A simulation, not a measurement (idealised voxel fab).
This is a process module. Its name is voxel spacer lines.
Section shown: cut. Width: 230 nm. Cell size: 5 nm, square.
How to read a cross-section here: the picture is a grid of square cells, written as bands going from the top down, and any band can span one or more rows of cells.
Top height, bottom height, nm. Materials left to right, width each, nm. Single material + "edge to edge" = fills band edge to edge. "air" = empty.
Height datum 0, below which the as-received substrate wafer is one material. Lowest band open at the bottom, running downward: "0 down".
With a width like "30..40", each row of cells in the band differs from the next by the same amount, the top row carrying the first number and the bottom row the second.
Reading "nothing was modified" for a step: not a cell of the cross-section changed in it.
The entry "Closed void inventory" lists the empty spaces that cover at least 8 cells and have no open path to the top. Each is written as width x height at distance, where the distance is measured from the left edge and all three values are in nm.
Post-settings text on a step line: simulator's own remark regarding the step.
Among the settings permitted on a step's line is "overlay nm"; applied to a step with a mask, it specifies the extent to which the mask lay to the right of its planned position, whereas a negative figure signifies a position to the left.
## Steps planned for the process
- 1: RECEIVE with material Si
- 2: CONFORMAL_DEP with material Al2O3, thk nm 5
- 3: DIRECTIONAL_DEP with material SiN, thk nm 10
- 4: DIRECTIONAL_DEP with material polySi, thk nm 25
- 5: PATTERN with tone cover, mask id MANDREL, material resist, width nm 15, pitch nm 60, thk nm 35, overlay nm 0
- 6: DIRECTIONAL_ETCH with etch materials polySi, depth nm 25
- 7: STRIP with etch materials resist
- 8: CONFORMAL_DEP with material SiO2, thk nm 15
- 9: DIRECTIONAL_ETCH with etch materials SiO2, depth nm 15
- 10: STRIP with etch materials polySi
- 11: DIRECTIONAL_ETCH with etch materials SiN, depth nm 10
- 12: STRIP with etch materials SiO2
## Wafer cross-section on receipt, i.e. after step 1
	0 down | Si edge to edge
	Closed void inventory: none
## The first of two wafers, cross-sectioned at the end of the module, with the run proceeding as planned
	15 to 5 | 30 air, then 15 SiN, then 15 air, then 15 SiN, then 15 air, then 15 SiN, then 15 air, then 15 SiN, then 15 air, then 15 SiN, then 15 air, then 15 SiN, then 35 air
	5 to 0 | Al2O3 edge to edge
	0 down | Si edge to edge
	Closed void inventory: none
## Second of two wafers, module complete, sectioned: it shares the first wafer's start and plan but was run with one mistake
	25 to 15 | 30 air, then 15 SiN, then 15 air, then 15 SiN, then 15 air, then 15 SiN, then 15 air, then 15 SiN, then 15 air, then 15 SiN, then 15 air, then 15 SiN, then 35 air
	15 to 0 | Al2O3 edge to edge
	0 down | Si edge to edge
	Closed void inventory: none
Plan not followed: step 2 did not happen as planned, as run it was CONFORMAL_DEP with material Al2O3, thk nm 15
Heads up, by the end the second wafer has more or fewer cells of some materials compared to the first: +92 Al2O3
